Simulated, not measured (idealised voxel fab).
process module | voxel tone inversion
cross-section cut | 285 nm wide | cells 5 nm
A cross-section is a grid of square cells, given in bands from the top down. A band is one or more rows of cells.
Each band's line starts with the height of the band's top and of its bottom, in nm. Then come its materials from left to right, each with its width in nm. One material with "throughout" fills the band from edge to edge. "air" is empty space.
Height 0 is the level under which the wafer as received is all one material. The lowest band goes on downwards, as in "0 down".
A width such as "30 to 40" changes by the same amount from each row of cells to the next, from the band's top row to its bottom row.
"no change" after a step means that no cell of the cross-section changed.
closed voids: empty space of 8 cells or more with no open way to the top, each as width x height at its distance from the left edge, in nm
after a step's settings: what the simulator itself notes on the step
overlay nm, on a step with a mask: how far to the right of its planned place the mask lay; to the left if negative
plan
1 op RECEIVE | material Si
2 op CONFORMAL_DEP | material SiCN | thk nm 5
3 op DIRECTIONAL_DEP | material aC | thk nm 20
4 op PATTERN | tone cover | mask id POSTS | material resist | width nm 25 | pitch nm 50 | thk nm 30 | overlay nm 0
5 op DIRECTIONAL_ETCH | etch materials aC | depth nm 20
6 op STRIP | etch materials resist
7 op FILL_DEP | material lowk | thk nm 10
8 op CMP | height nm 25
9 op STRIP | etch materials aC
10 op CONFORMAL_DEP | material TiN | thk nm 5
11 op FILL_DEP | material Ru | thk nm 10
12 op CMP | height nm 25
13 op CONFORMAL_DEP | material SiCN | thk nm 5
first wafer, as planned
as received, after step 1
  0 down: Si throughout
  closed voids: none
after step 2
  5 to 0: SiCN throughout
  below 0: unchanged
after step 3
  25 to 5: aC throughout
  below 5: unchanged
after step 4
  55 to 25: air 80 | resist 25 | air 25 | resist 25 | air 25 | resist 25 | air 80
  below 25: unchanged
after step 5
  35 to 25: air 80 | resist 25 | air 25 | resist 25 | air 25 | resist 25 | air 80
  25 to 5: air 80 | aC 25 | air 25 | aC 25 | air 25 | aC 25 | air 80
  below 5: unchanged
after step 6
  25 to 5: air 80 | aC 25 | air 25 | aC 25 | air 25 | aC 25 | air 80
  below 5: unchanged
after step 7
  35 to 25: lowk throughout
  25 to 5: lowk 80 | aC 25 | lowk 25 | aC 25 | lowk 25 | aC 25 | lowk 80
  below 5: unchanged
after step 8
  25 to 5: lowk 80 | aC 25 | lowk 25 | aC 25 | lowk 25 | aC 25 | lowk 80
  below 5: unchanged
after step 9
  25 to 5: lowk 80 | air 25 | lowk 25 | air 25 | lowk 25 | air 25 | lowk 80
  below 5: unchanged
after step 10
  30 to 25: TiN 85 | air 15 | TiN 35 | air 15 | TiN 35 | air 15 | TiN 85
  25 to 10: lowk 80 | TiN 5 | air 15 | TiN 5 | lowk 25 | TiN 5 | air 15 | TiN 5 | lowk 25 | TiN 5 | air 15 | TiN 5 | lowk 80
  10 to 5: lowk 80 | TiN 25 | lowk 25 | TiN 25 | lowk 25 | TiN 25 | lowk 80
  below 5: unchanged
after step 11
  40 to 30: Ru throughout
  30 to 25: TiN 85 | Ru 15 | TiN 35 | Ru 15 | TiN 35 | Ru 15 | TiN 85
  25 to 10: lowk 80 | TiN 5 | Ru 15 | TiN 5 | lowk 25 | TiN 5 | Ru 15 | TiN 5 | lowk 25 | TiN 5 | Ru 15 | TiN 5 | lowk 80
  below 10: unchanged
after step 12
  25 to 10: lowk 80 | TiN 5 | Ru 15 | TiN 5 | lowk 25 | TiN 5 | Ru 15 | TiN 5 | lowk 25 | TiN 5 | Ru 15 | TiN 5 | lowk 80
  below 10: unchanged
after step 13
  30 to 25: SiCN throughout
  below 25: unchanged
second wafer: like start, like plan, one mistake. Through step 11 it matches the first wafer
when step 12 should have ended
  35 to 30: Ru throughout
  below 30: unchanged
when step 13 should have ended
  40 to 35: SiCN throughout
  below 35: unchanged
what went wrong: step 12 ran as: op CMP | height nm 35
at the end the second wafer has, in cells: 66 more of Ru | 48 more of TiN
